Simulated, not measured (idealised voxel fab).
The process module that follows is named voxel wiring stack.
300 nm wide, 5 nm square cells: that's cross-section cut.
For the purposes of this document, a cross-section shall be understood as a grid of square cells, specified as bands listed in top-to-bottom order, each band consisting of one or more rows of cells.
Band: top and bottom heights (nm) first, top before bottom; then materials from left to right, widths in nm. "edge to edge" marks a sole material filling the band edge to edge. "air" denotes empty space.
The reference from which all heights are counted is 0, the level beneath which the as-received wafer is entirely one material; the lowest band, having no lower bound, proceeds downward and is written after the example "top 0, no bottom".
When a width is written as two numbers, as in "30 to 40", the first number is the width in the top row of cells of the band and the second is the width in its bottom row, and the width changes by the same amount from each row to the next.
Any step labelled "stayed the same" changed none of the cells in the cross-section.
"closed voids": sealed empty spaces, 8 cells or more, no open way to top, listed width x height at distance, with distance from the left edge and width, height and distance in nm.
Note: text after step settings on the step line = simulator remark on that step.
You can add "overlay nm" to a step's line. For a step with a mask, it describes how far the mask lay to the right of its planned position, and a negative number describes a lay to the left.
[The steps planned for the process are as follows]
1,RECEIVE (material Si)
2,CONFORMAL_DEP (material SiO2; thk nm 15)
3,CONFORMAL_DEP (material SiN; thk nm 5)
4,DIRECTIONAL_DEP (material SiO2; thk nm 15)
5,DIRECTIONAL_DEP (material aC; thk nm 10)
6,PATTERN (tone open; mask id METAL_1; material resist; width nm 30; pitch nm 55; thk nm 25; overlay nm 0)
7,DIRECTIONAL_ETCH (etch materials aC; depth nm 10)
8,STRIP (etch materials resist)
9,DIRECTIONAL_ETCH (etch materials SiO2; depth nm 15)
10,DIRECTIONAL_ETCH (etch materials SiN; depth nm 5)
11,STRIP (etch materials aC)
12,CONFORMAL_DEP (material TiN; thk nm 5)
13,FILL_DEP (material Ru; thk nm 10)
14,CMP (height nm 35)
15,CONFORMAL_DEP (material SiCN; thk nm 5)
16,DIRECTIONAL_DEP (material lowk; thk nm 30)
17,PATTERN (tone open; mask id METAL_2; material resist; width nm 30; pitch nm 55; thk nm 20; overlay nm 0)
18,DIRECTIONAL_ETCH (etch materials lowk; depth nm 20)
19,STRIP (etch materials resist)
20,MASKED_ETCH (tone open; mask id METAL_2_HOLES; width nm 15; pitch nm 55; etch materials lowk; depth nm 10; overlay nm 0)
21,MASKED_ETCH (tone open; mask id METAL_2_HOLES; width nm 15; pitch nm 55; etch materials SiCN; depth nm 5; overlay nm 0)
22,CONFORMAL_DEP (material TiN; thk nm 5)
23,FILL_DEP (material Cu; thk nm 10)
24,CMP (height nm 70)
25,CONFORMAL_DEP (material SiCN; thk nm 5)
26,DIRECTIONAL_DEP (material SiO2; thk nm 30)
27,MASKED_ETCH (tone open; mask id METAL_3_HOLES; width nm 15; pitch nm 55; etch materials SiO2; depth nm 30; overlay nm 0)
28,MASKED_ETCH (tone open; mask id METAL_3; width nm 30; pitch nm 55; etch materials SiO2; depth nm 20; overlay nm 0)
29,MASKED_ETCH (tone open; mask id METAL_3; width nm 30; pitch nm 55; etch materials SiCN; depth nm 5; overlay nm 0)
30,CONFORMAL_DEP (material TiN; thk nm 5)
31,FILL_DEP (material Cu; thk nm 5)
32,CMP (height nm 105)
33,CONFORMAL_DEP (material SiCN; thk nm 5)
34,DIRECTIONAL_DEP (material lowk; thk nm 30)
35,MASKED_ETCH (tone open; mask id METAL_4_HOLES; width nm 15; pitch nm 55; etch materials lowk; depth nm 30; overlay nm 0)
36,DIRECTIONAL_DEP (material aC; thk nm 10)
37,PATTERN (tone open; mask id METAL_4; material resist; width nm 30; pitch nm 55; thk nm 30; overlay nm 0)
38,DIRECTIONAL_ETCH (etch materials aC; depth nm 10)
39,STRIP (etch materials resist)
40,DIRECTIONAL_ETCH (etch materials lowk; depth nm 20)
41,DIRECTIONAL_ETCH (etch materials SiCN; depth nm 5)
42,STRIP (etch materials aC)
43,CONFORMAL_DEP (material TiN; thk nm 5)
44,FILL_DEP (material Cu; thk nm 5)
45,CMP (height nm 140)
46,CONFORMAL_DEP (material SiN; thk nm 5)
[Here's what the wafer looked like in cross-section when it arrived - that's after step 1]
top 0, no bottom  Si edge to edge
closed voids: none
[Post-module cross-section of the first of two wafers (run per plan)]
top 145, bottom 140  SiN edge to edge
top 140, bottom 125  lowk 80 nm, then TiN 5 nm, then Cu 20 nm, then TiN 5 nm, then lowk 25 nm, then TiN 5 nm, then Cu 20 nm, then TiN 5 nm, then lowk 25 nm, then TiN 5 nm, then Cu 20 nm, then TiN 5 nm, then lowk 80 nm
top 125, bottom 120  lowk 80 nm, then TiN 5 nm, then Cu 5 nm, then TiN 20 nm, then lowk 25 nm, then TiN 5 nm, then Cu 5 nm, then TiN 20 nm, then lowk 25 nm, then TiN 5 nm, then Cu 5 nm, then TiN 20 nm, then lowk 80 nm
top 120, bottom 110  lowk 80 nm, then TiN 5 nm, then Cu 5 nm, then TiN 5 nm, then lowk 40 nm, then TiN 5 nm, then Cu 5 nm, then TiN 5 nm, then lowk 40 nm, then TiN 5 nm, then Cu 5 nm, then TiN 5 nm, then lowk 95 nm
top 110, bottom 105  SiCN 80 nm, then TiN 15 nm, then SiCN 40 nm, then TiN 15 nm, then SiCN 40 nm, then TiN 15 nm, then SiCN 95 nm
top 105, bottom 90  SiO2 80 nm, then TiN 5 nm, then Cu 20 nm, then TiN 5 nm, then SiO2 25 nm, then TiN 5 nm, then Cu 20 nm, then TiN 5 nm, then SiO2 25 nm, then TiN 5 nm, then Cu 20 nm, then TiN 5 nm, then SiO2 80 nm
top 90, bottom 85  SiO2 80 nm, then TiN 5 nm, then Cu 5 nm, then TiN 20 nm, then SiO2 25 nm, then TiN 5 nm, then Cu 5 nm, then TiN 20 nm, then SiO2 25 nm, then TiN 5 nm, then Cu 5 nm, then TiN 20 nm, then SiO2 80 nm
top 85, bottom 75  SiO2 80 nm, then TiN 5 nm, then Cu 5 nm, then TiN 5 nm, then SiO2 40 nm, then TiN 5 nm, then Cu 5 nm, then TiN 5 nm, then SiO2 40 nm, then TiN 5 nm, then Cu 5 nm, then TiN 5 nm, then SiO2 95 nm
top 75, bottom 70  SiCN 80 nm, then TiN 15 nm, then SiCN 40 nm, then TiN 15 nm, then SiCN 40 nm, then TiN 15 nm, then SiCN 95 nm
top 70, bottom 55  lowk 80 nm, then TiN 5 nm, then Cu 20 nm, then TiN 5 nm, then lowk 25 nm, then TiN 5 nm, then Cu 20 nm, then TiN 5 nm, then lowk 25 nm, then TiN 5 nm, then Cu 20 nm, then TiN 5 nm, then lowk 80 nm
top 55, bottom 50  lowk 80 nm, then TiN 5 nm, then Cu 5 nm, then TiN 20 nm, then lowk 25 nm, then TiN 5 nm, then Cu 5 nm, then TiN 20 nm, then lowk 25 nm, then TiN 5 nm, then Cu 5 nm, then TiN 20 nm, then lowk 80 nm
top 50, bottom 40  lowk 80 nm, then TiN 5 nm, then Cu 5 nm, then TiN 5 nm, then lowk 40 nm, then TiN 5 nm, then Cu 5 nm, then TiN 5 nm, then lowk 40 nm, then TiN 5 nm, then Cu 5 nm, then TiN 5 nm, then lowk 95 nm
top 40, bottom 35  SiCN 80 nm, then TiN 15 nm, then SiCN 40 nm, then TiN 15 nm, then SiCN 40 nm, then TiN 15 nm, then SiCN 95 nm
top 35, bottom 20  SiO2 80 nm, then TiN 5 nm, then Ru 20 nm, then TiN 5 nm, then SiO2 25 nm, then TiN 5 nm, then Ru 20 nm, then TiN 5 nm, then SiO2 25 nm, then TiN 5 nm, then Ru 20 nm, then TiN 5 nm, then SiO2 80 nm
top 20, bottom 15  SiN 80 nm, then TiN 30 nm, then SiN 25 nm, then TiN 30 nm, then SiN 25 nm, then TiN 30 nm, then SiN 80 nm
top 15, bottom 0  SiO2 edge to edge
top 0, no bottom  Si edge to edge
closed voids: none
[Now the second wafer, cross-sectioned at the end of the module. Nothing different at the start, nothing different in the plan compared with the first, just one mistake when it was actually run]
top 145, bottom 140  SiN edge to edge
top 140, bottom 125  lowk 80 nm, then TiN 5 nm, then Cu 20 nm, then TiN 5 nm, then lowk 25 nm, then TiN 5 nm, then Cu 20 nm, then TiN 5 nm, then lowk 25 nm, then TiN 5 nm, then Cu 20 nm, then TiN 5 nm, then lowk 80 nm
top 125, bottom 120  lowk 80 nm, then TiN 5 nm, then Cu 5 nm, then TiN 20 nm, then lowk 25 nm, then TiN 5 nm, then Cu 5 nm, then TiN 20 nm, then lowk 25 nm, then TiN 5 nm, then Cu 5 nm, then TiN 20 nm, then lowk 80 nm
top 120, bottom 110  lowk 80 nm, then TiN 5 nm, then Cu 5 nm, then TiN 5 nm, then lowk 40 nm, then TiN 5 nm, then Cu 5 nm, then TiN 5 nm, then lowk 40 nm, then TiN 5 nm, then Cu 5 nm, then TiN 5 nm, then lowk 95 nm
top 110, bottom 105  SiCN 80 nm, then TiN 15 nm, then SiCN 40 nm, then TiN 15 nm, then SiCN 40 nm, then TiN 15 nm, then SiCN 95 nm
top 105, bottom 90  SiO2 80 nm, then TiN 5 nm, then Cu 20 nm, then TiN 5 nm, then SiO2 25 nm, then TiN 5 nm, then Cu 20 nm, then TiN 5 nm, then SiO2 25 nm, then TiN 5 nm, then Cu 20 nm, then TiN 5 nm, then SiO2 80 nm
top 90, bottom 85  SiO2 80 nm, then TiN 5 nm, then Cu 5 nm, then TiN 20 nm, then SiO2 25 nm, then TiN 5 nm, then Cu 5 nm, then TiN 20 nm, then SiO2 25 nm, then TiN 5 nm, then Cu 5 nm, then TiN 20 nm, then SiO2 80 nm
top 85, bottom 75  SiO2 80 nm, then TiN 5 nm, then Cu 5 nm, then TiN 5 nm, then SiO2 40 nm, then TiN 5 nm, then Cu 5 nm, then TiN 5 nm, then SiO2 40 nm, then TiN 5 nm, then Cu 5 nm, then TiN 5 nm, then SiO2 95 nm
top 75, bottom 70  SiCN 80 nm, then TiN 15 nm, then SiCN 40 nm, then TiN 15 nm, then SiCN 40 nm, then TiN 15 nm, then SiCN 95 nm
top 70, bottom 55  lowk 80 nm, then TiN 5 nm, then Cu 20 nm, then TiN 5 nm, then lowk 25 nm, then TiN 5 nm, then Cu 20 nm, then TiN 5 nm, then lowk 25 nm, then TiN 5 nm, then Cu 20 nm, then TiN 5 nm, then lowk 80 nm
top 55, bottom 50  lowk 80 nm, then TiN 5 nm, then Cu 5 nm, then TiN 20 nm, then lowk 25 nm, then TiN 5 nm, then Cu 5 nm, then TiN 20 nm, then lowk 25 nm, then TiN 5 nm, then Cu 5 nm, then TiN 20 nm, then lowk 80 nm
top 50, bottom 40  lowk 80 nm, then TiN 5 nm, then Cu 5 nm, then TiN 5 nm, then lowk 40 nm, then TiN 5 nm, then Cu 5 nm, then TiN 5 nm, then lowk 40 nm, then TiN 5 nm, then Cu 5 nm, then TiN 5 nm, then lowk 95 nm
top 40, bottom 35  SiCN 80 nm, then TiN 15 nm, then SiCN 40 nm, then TiN 15 nm, then SiCN 40 nm, then TiN 15 nm, then SiCN 95 nm
top 35, bottom 25  SiO2 80 nm, then TiN 5 nm, then Ru 20 nm, then TiN 5 nm, then SiO2 25 nm, then TiN 5 nm, then Ru 20 nm, then TiN 5 nm, then SiO2 25 nm, then TiN 5 nm, then Ru 20 nm, then TiN 5 nm, then SiO2 80 nm
top 25, bottom 20  SiO2 80 nm, then TiN 30 nm, then SiO2 25 nm, then TiN 30 nm, then SiO2 25 nm, then TiN 30 nm, then SiO2 80 nm
top 20, bottom 5  SiO2 edge to edge
top 5, bottom 0  SiN edge to edge
top 0, no bottom  Si edge to edge
closed voids: none
Misprocessing identified: steps 2 and 3 swapped
Count the cells at the end and the second wafer has more or fewer of some materials than the first: Ru -12 | SiN +18 | TiN -6
